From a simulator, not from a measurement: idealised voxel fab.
process module | voxel capacitor over wiring
cross-section cut | 230 nm wide | cells 5 nm
Think of the cross-section as a grid of square cells. We describe it in bands, top to bottom, and each band covers one or more rows of those cells.
Band: top and bottom heights (nm) first, top before bottom; then materials from left to right, widths in nm. "all across" marks a sole material filling the band edge to edge. "blank" denotes empty space.
Heights from 0 (as-received wafer is one material below). Bottom band endless downward, as "from 0 down".
With a width like "30->40", each row of cells in the band differs from the next by the same amount, the top row carrying the first number and the bottom row the second.
"everything unchanged" (step): cross-section cells unchanged, all of them.
Each empty space that has no open way to the top and spans at least 8 cells appears under "Entrapped void list" as width x height at distance, the distance counted from the left edge, all in nm.
What comes after the settings on a step's line is commentary from the simulator itself on that step.
What "overlay nm" on a step's line means: if the step has a mask, that mask lay this far to the right of its planned place, or, when the value is negative, to the left.
-- Listed below are the process steps as planned
1. op RECEIVE | material Si
2. op CONFORMAL_DEP | material SiO2 | thk nm 15
3. op CONFORMAL_DEP | material SiCN | thk nm 5
4. op DIRECTIONAL_DEP | material lowk | thk nm 15
5. op PATTERN | tone open | mask id METAL_1 | material resist | width nm 25 | pitch nm 75 | thk nm 15 | overlay nm 0
6. op DIRECTIONAL_ETCH | etch materials lowk | depth nm 15
7. op DIRECTIONAL_ETCH | etch materials SiCN | depth nm 5
8. op STRIP | etch materials resist
9. op CONFORMAL_DEP | material TiN | thk nm 5
10. op FILL_DEP | material Ru | thk nm 5
11. op CMP | height nm 35
12. op EPI | material Ru | thk nm 5
13. op FILL_DEP | material SiCN | thk nm 5
14. op DIRECTIONAL_DEP | material SiO2 | thk nm 20
15. op DIRECTIONAL_DEP | material aC | thk nm 10
16. op PATTERN | tone open | mask id PLUG_1 | material resist | width nm 15 | thk nm 30 | overlay nm 0
17. op DIRECTIONAL_ETCH | etch materials aC | depth nm 10
18. op STRIP | etch materials resist
19. op DIRECTIONAL_ETCH | etch materials SiO2 | depth nm 20
20. op DIRECTIONAL_ETCH | etch materials SiCN | depth nm 5
21. op STRIP | etch materials aC
22. op CONFORMAL_DEP | material TiN | thk nm 5
23. op FILL_DEP | material W | thk nm 10
24. op CMP | height nm 65
25. op DIRECTIONAL_DEP | material TiN | thk nm 5
26. op DIRECTIONAL_DEP | material HfO2 | thk nm 5
27. op DIRECTIONAL_DEP | material TiN | thk nm 5
28. op MASKED_ETCH | tone cover | mask id UPPER_PLATE | width nm 55 | etch materials TiN | depth nm 5 | overlay nm 0
29. op MASKED_ETCH | tone cover | mask id UPPER_PLATE | width nm 55 | etch materials HfO2 | depth nm 5 | overlay nm 0
30. op MASKED_ETCH | tone cover | mask id LOWER_PLATE | width nm 65 | etch materials TiN | depth nm 5 | overlay nm 0
31. op FILL_DEP | material SiO2 | thk nm 15
32. op CMP | height nm 90
33. op MASKED_ETCH | tone open | mask id PLUG_2 | width nm 15 | etch materials SiO2 | depth nm 10 | overlay nm 0
34. op CONFORMAL_DEP | material TiN | thk nm 5
35. op FILL_DEP | material Cu | thk nm 5
36. op CMP | height nm 90
37. op CONFORMAL_DEP | material SiN | thk nm 5
-- First wafer of two (run as planned)
-- Wafer cross-section on receipt, i.e. after step 1
  from 0 down = Si all across
  Entrapped void list: none
-- Sectional view: wafer, after step 2
  from 15 to 0 = SiO2 all across
  Everything under 0 stays put, no change at all.
-- Sectional view: wafer, after step 3
  from 20 to 15 = SiCN all across
  Everything under 15 stays put, no change at all.
-- Sectional view: wafer, after step 4
  from 35 to 20 = lowk all across
  Everything under 20 stays put, no change at all.
-- Sectional view: wafer, after step 5
  from 50 to 35 = resist 65; blank 25; resist 50; blank 25; resist 65
  Everything under 35 stays put, no change at all.
-- Sectional view: wafer, after step 6
  from 50 to 35 = resist 65; blank 25; resist 50; blank 25; resist 65
  from 35 to 20 = lowk 65; blank 25; lowk 50; blank 25; lowk 65
  Everything under 20 stays put, no change at all.
-- Sectional view: wafer, after step 7
  from 50 to 35 = resist 65; blank 25; resist 50; blank 25; resist 65
  from 35 to 20 = lowk 65; blank 25; lowk 50; blank 25; lowk 65
  from 20 to 15 = SiCN 65; blank 25; SiCN 50; blank 25; SiCN 65
  Everything under 15 stays put, no change at all.
-- Sectional view: wafer, after step 8
  from 35 to 20 = lowk 65; blank 25; lowk 50; blank 25; lowk 65
  Everything under 20 stays put, no change at all.
-- Sectional view: wafer, after step 9
  from 40 to 35 = TiN 70; blank 15; TiN 60; blank 15; TiN 70
  from 35 to 20 = lowk 65; TiN 5; blank 15; TiN 5; lowk 50; TiN 5; blank 15; TiN 5; lowk 65
  from 20 to 15 = SiCN 65; TiN 25; SiCN 50; TiN 25; SiCN 65
  Everything under 15 stays put, no change at all.
-- Sectional view: wafer, after step 10
  from 45 to 40 = Ru all across
  from 40 to 35 = TiN 70; Ru 15; TiN 60; Ru 15; TiN 70
  from 35 to 20 = lowk 65; TiN 5; Ru 15; TiN 5; lowk 50; TiN 5; Ru 15; TiN 5; lowk 65
  Everything under 20 stays put, no change at all.
-- Sectional view: wafer, after step 11
  from 35 to 20 = lowk 65; TiN 5; Ru 15; TiN 5; lowk 50; TiN 5; Ru 15; TiN 5; lowk 65
  Everything under 20 stays put, no change at all.
-- Sectional view: wafer, after step 12
  from 40 to 35 = blank 60; Ru 35; blank 40; Ru 35; blank 60
  Everything under 35 stays put, no change at all.
-- Sectional view: wafer, after step 13
  from 45 to 40 = SiCN all across
  from 40 to 35 = SiCN 60; Ru 35; SiCN 40; Ru 35; SiCN 60
  Everything under 35 stays put, no change at all.
-- Sectional view: wafer, after step 14
  from 65 to 45 = SiO2 all across
  Everything under 45 stays put, no change at all.
-- Sectional view: wafer, after step 15
  from 75 to 65 = aC all across
  Everything under 65 stays put, no change at all.
-- Sectional view: wafer, after step 16
  from 105 to 75 = resist 75; blank 15; resist 140
  Everything under 75 stays put, no change at all.
-- Sectional view: wafer, after step 17
  from 95 to 75 = resist 75; blank 15; resist 140
  from 75 to 65 = aC 75; blank 15; aC 140
  Everything under 65 stays put, no change at all.
-- Sectional view: wafer, after step 18
  from 75 to 65 = aC 75; blank 15; aC 140
  Everything under 65 stays put, no change at all.
-- Sectional view: wafer, after step 19
  from 75 to 65 = aC 75; blank 15; aC 140
  from 65 to 45 = SiO2 75; blank 15; SiO2 140
  Everything under 45 stays put, no change at all.
-- Sectional view: wafer, after step 20
  from 75 to 65 = aC 75; blank 15; aC 140
  from 65 to 45 = SiO2 75; blank 15; SiO2 140
  from 45 to 40 = SiCN 75; blank 15; SiCN 140
  Everything under 40 stays put, no change at all.
-- Sectional view: wafer, after step 21
  from 65 to 45 = SiO2 75; blank 15; SiO2 140
  Everything under 45 stays put, no change at all.
-- Sectional view: wafer, after step 22
  from 70 to 65 = TiN 80; blank 5; TiN 145
  from 65 to 45 = SiO2 75; TiN 5; blank 5; TiN 5; SiO2 140
  from 45 to 40 = SiCN 75; TiN 15; SiCN 140
  Everything under 40 stays put, no change at all.
-- Sectional view: wafer, after step 23
  from 80 to 70 = W all across
  from 70 to 65 = TiN 80; W 5; TiN 145
  from 65 to 45 = SiO2 75; TiN 5; W 5; TiN 5; SiO2 140
  Everything under 45 stays put, no change at all.
-- Sectional view: wafer, after step 24
  from 65 to 45 = SiO2 75; TiN 5; W 5; TiN 5; SiO2 140
  Everything under 45 stays put, no change at all.
-- Sectional view: wafer, after step 25
  from 70 to 65 = TiN all across
  Everything under 65 stays put, no change at all.
-- Sectional view: wafer, after step 26
  from 75 to 70 = HfO2 all across
  Everything under 70 stays put, no change at all.
-- Sectional view: wafer, after step 27
  from 80 to 75 = TiN all across
  Everything under 75 stays put, no change at all.
-- Sectional view: wafer, after step 28
  from 80 to 75 = blank 75; TiN 55; blank 100
  Everything under 75 stays put, no change at all.
-- Sectional view: wafer, after step 29
  from 80 to 75 = blank 75; TiN 55; blank 100
  from 75 to 70 = blank 75; HfO2 55; blank 100
  Everything under 70 stays put, no change at all.
-- Sectional view: wafer, after step 30
  from 80 to 75 = blank 75; TiN 55; blank 100
  from 75 to 70 = blank 75; HfO2 55; blank 100
  from 70 to 65 = blank 70; TiN 65; blank 95
  Everything under 65 stays put, no change at all.
-- Sectional view: wafer, after step 31
  from 95 to 80 = SiO2 all across
  from 80 to 75 = SiO2 75; TiN 55; SiO2 100
  from 75 to 70 = SiO2 75; HfO2 55; SiO2 100
  from 70 to 65 = SiO2 70; TiN 65; SiO2 95
  Everything under 65 stays put, no change at all.
-- Sectional view: wafer, after step 32
  from 90 to 80 = SiO2 all across
  Everything under 80 stays put, no change at all.
-- Sectional view: wafer, after step 33
  from 90 to 80 = SiO2 85; blank 15; SiO2 130
  Everything under 80 stays put, no change at all.
-- Sectional view: wafer, after step 34
  from 95 to 90 = TiN 90; blank 5; TiN 135
  from 90 to 85 = SiO2 85; TiN 5; blank 5; TiN 5; SiO2 130
  from 85 to 75 = SiO2 85->75; TiN 15->55; SiO2 130->100
  Everything under 75 stays put, no change at all.
-- Sectional view: wafer, after step 35
  from 100 to 95 = Cu all across
  from 95 to 90 = TiN 90; Cu 5; TiN 135
  from 90 to 85 = SiO2 85; TiN 5; Cu 5; TiN 5; SiO2 130
  Everything under 85 stays put, no change at all.
-- Sectional view: wafer, after step 36
  from 90 to 85 = SiO2 85; TiN 5; Cu 5; TiN 5; SiO2 130
  Everything under 85 stays put, no change at all.
-- Sectional view: wafer, after step 37
  from 95 to 90 = SiN all across
  Everything under 90 stays put, no change at all.
-- The remaining wafer, second of the two, started like the first and was run to the same plan, except that one mistake was made along the way; the two coincide through step 36, inclusive
-- The second wafer cut through, at the time step 37 was supposed to be finished
  from 95 to 90 = SiCN all across
  Everything under 90 stays put, no change at all.
Nonconformance to the process plan: off-plan run, step 37, actual operation and settings op CONFORMAL_DEP | material SiCN | thk nm 5
It is noted that, at the conclusion of processing, the second wafer exhibits a higher or lower cell count for certain materials relative to the first: SiCN +46 | SiN -46
